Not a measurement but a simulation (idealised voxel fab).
The process module presented herein is designated voxel capacitor over wiring.
270 nm wide, 5 nm square cells: that's cross-section cut.
Square cells in a grid make up a cross-section in this document, and the grid is given as bands, listed from the top down, each one or more rows of cells.
For a band, the entry starts with two heights in nm, that of the top and then that of the bottom, and carries on with the band's materials in order from left to right, each alongside its width in nm; the word "full width" beside a single material means it fills the band edge to edge, and "air" means empty space.
Convention: height 0 is the level below which the wafer, as received, is all one material. The lowest band does not terminate at the bottom but continues downward, represented as "from 0 down".
Width spec "30 to 40" -> top row of cells at first value, bottom row at second value, equal per-row change in between.
"changes: none" means the step left every cell of the cross-section as it was.
"Enclosed internal cavities" specifies each empty space that is not open to the top and that occupies no fewer than 8 cells, using the form width x height at distance, the distance measured from the left edge and all three quantities in nm.
On a step's line, text after the settings is the simulator commenting on that step.
The line of a step may include "overlay nm". On a step with a mask, this value is how far to the right of its planned place the mask lay. A negative value means the mask lay to the left.

PROCESS STEPS (PLANNED)
| 1 | RECEIVE [material Si] |
| 2 | CONFORMAL_DEP [material SiO2] [thk nm 15] |
| 3 | DIRECTIONAL_DEP [material TiN] [thk nm 5] |
| 4 | DIRECTIONAL_DEP [material Ru] [thk nm 25] |
| 5 | DIRECTIONAL_DEP [material aC] [thk nm 15] |
| 6 | PATTERN [tone cover] [mask id METAL_1] [material resist] [width nm 20] [pitch nm 85] [thk nm 35] [overlay nm 0] |
| 7 | DIRECTIONAL_ETCH [etch materials aC] [depth nm 15] |
| 8 | STRIP [etch materials resist] |
| 9 | DIRECTIONAL_ETCH [etch materials Ru] [depth nm 25] |
| 10 | DIRECTIONAL_ETCH [etch materials TiN] [depth nm 5] |
| 11 | STRIP [etch materials aC] |
| 12 | CONFORMAL_DEP [material SiCN] [thk nm 5] |
| 13 | FILL_DEP [material lowk] [thk nm 5] |
| 14 | CMP [height nm 45] |
| 15 | CONFORMAL_DEP [material SiCN] [thk nm 5] |
| 16 | DIRECTIONAL_DEP [material SiO2] [thk nm 15] |
| 17 | DIRECTIONAL_DEP [material aC] [thk nm 10] |
| 18 | PATTERN [tone open] [mask id PLUG_1] [material resist] [width nm 15] [thk nm 25] [overlay nm 0] |
| 19 | DIRECTIONAL_ETCH [etch materials aC] [depth nm 10] |
| 20 | STRIP [etch materials resist] |
| 21 | DIRECTIONAL_ETCH [etch materials SiO2] [depth nm 15] |
| 22 | DIRECTIONAL_ETCH [etch materials SiCN] [depth nm 5] |
| 23 | STRIP [etch materials aC] |
| 24 | CONFORMAL_DEP [material TiN] [thk nm 5] |
| 25 | FILL_DEP [material Ru] [thk nm 10] |
| 26 | CMP [height nm 65] |
| 27 | DIRECTIONAL_DEP [material TiN] [thk nm 5] |
| 28 | DIRECTIONAL_DEP [material SiN] [thk nm 5] |
| 29 | DIRECTIONAL_DEP [material TiN] [thk nm 5] |
| 30 | MASKED_ETCH [tone cover] [mask id UPPER_PLATE] [width nm 70] [etch materials TiN] [depth nm 5] [overlay nm 0] |
| 31 | MASKED_ETCH [tone cover] [mask id UPPER_PLATE] [width nm 70] [etch materials SiN] [depth nm 5] [overlay nm 0] |
| 32 | PATTERN [tone cover] [mask id LOWER_PLATE] [material resist] [width nm 80] [thk nm 15] [overlay nm 0] |
| 33 | DIRECTIONAL_ETCH [etch materials TiN] [depth nm 5] |
| 34 | STRIP [etch materials resist] |
| 35 | FILL_DEP [material SiO2] [thk nm 20] |
| 36 | CMP [height nm 95] |
| 37 | MASKED_ETCH [tone open] [mask id PLUG_2] [width nm 15] [etch materials SiO2] [depth nm 15] [overlay nm 0] |
| 38 | CONFORMAL_DEP [material TiN] [thk nm 5] |
| 39 | FILL_DEP [material Ru] [thk nm 5] |
| 40 | CMP [height nm 95] |
| 41 | CONFORMAL_DEP [material SiN] [thk nm 5] |

INCOMING WAFER, CROSS-SECTIONAL VIEW, POST STEP 1
  from 0 down: Si full width
  Enclosed internal cavities: none

FIRST OF TWO WAFERS, END-OF-MODULE SECTION, RUN FOLLOWED PLAN
  from 100 to 95: SiN full width
  from 95 to 85: SiO2: 95 | TiN: 5 | Ru: 5 | TiN: 5 | SiO2: 160
  from 85 to 75: SiO2: 95 to 85 | TiN: 15 to 70 | SiO2: 160 to 115
  from 75 to 70: SiO2: 85 | SiN: 70 | SiO2: 115
  from 70 to 65: SiO2: 80 | TiN: 80 | SiO2: 110
  from 65 to 50: SiO2: 85 | TiN: 5 | Ru: 5 | TiN: 5 | SiO2: 170
  from 50 to 45: SiCN: 85 | TiN: 15 | SiCN: 170
  from 45 to 20: lowk: 75 | SiCN: 5 | Ru: 20 | SiCN: 5 | lowk: 55 | SiCN: 5 | Ru: 20 | SiCN: 5 | lowk: 80
  from 20 to 15: SiCN: 80 | TiN: 20 | SiCN: 65 | TiN: 20 | SiCN: 85
  from 15 to 0: SiO2 full width
  from 0 down: Si full width
  Enclosed internal cavities: none

CROSS-SECTION, WAFER TWO OF TWO, END OF MODULE: SAME START AND PLAN AS WAFER ONE, ONE ERROR IN EXECUTION
  from 100 to 95: SiN full width
  from 95 to 85: SiO2: 95 to 85 | TiN: 15 to 70 | SiO2: 160 to 115
  from 85 to 80: SiO2: 85 | SiN: 70 | SiO2: 115
  from 80 to 75: SiO2: 80 | TiN: 80 | SiO2: 110
  from 75 to 70: Ru full width
  from 70 to 65: TiN: 90 | Ru: 5 | TiN: 175
  from 65 to 50: SiO2: 85 | TiN: 5 | Ru: 5 | TiN: 5 | SiO2: 170
  from 50 to 45: SiCN: 85 | TiN: 15 | SiCN: 170
  from 45 to 20: lowk: 75 | SiCN: 5 | Ru: 20 | SiCN: 5 | lowk: 55 | SiCN: 5 | Ru: 20 | SiCN: 5 | lowk: 80
  from 20 to 15: SiCN: 80 | TiN: 20 | SiCN: 65 | TiN: 20 | SiCN: 85
  from 15 to 0: SiO2 full width
  from 0 down: Si full width
  Enclosed internal cavities: none
Nonconformance to the process plan: step 26 deviated from plan and actually ran as CMP [height nm 75]
Wafer comparison, final, in cells, second relative to first, materials more or fewer: Ru +53 | SiO2 -102 | TiN +49
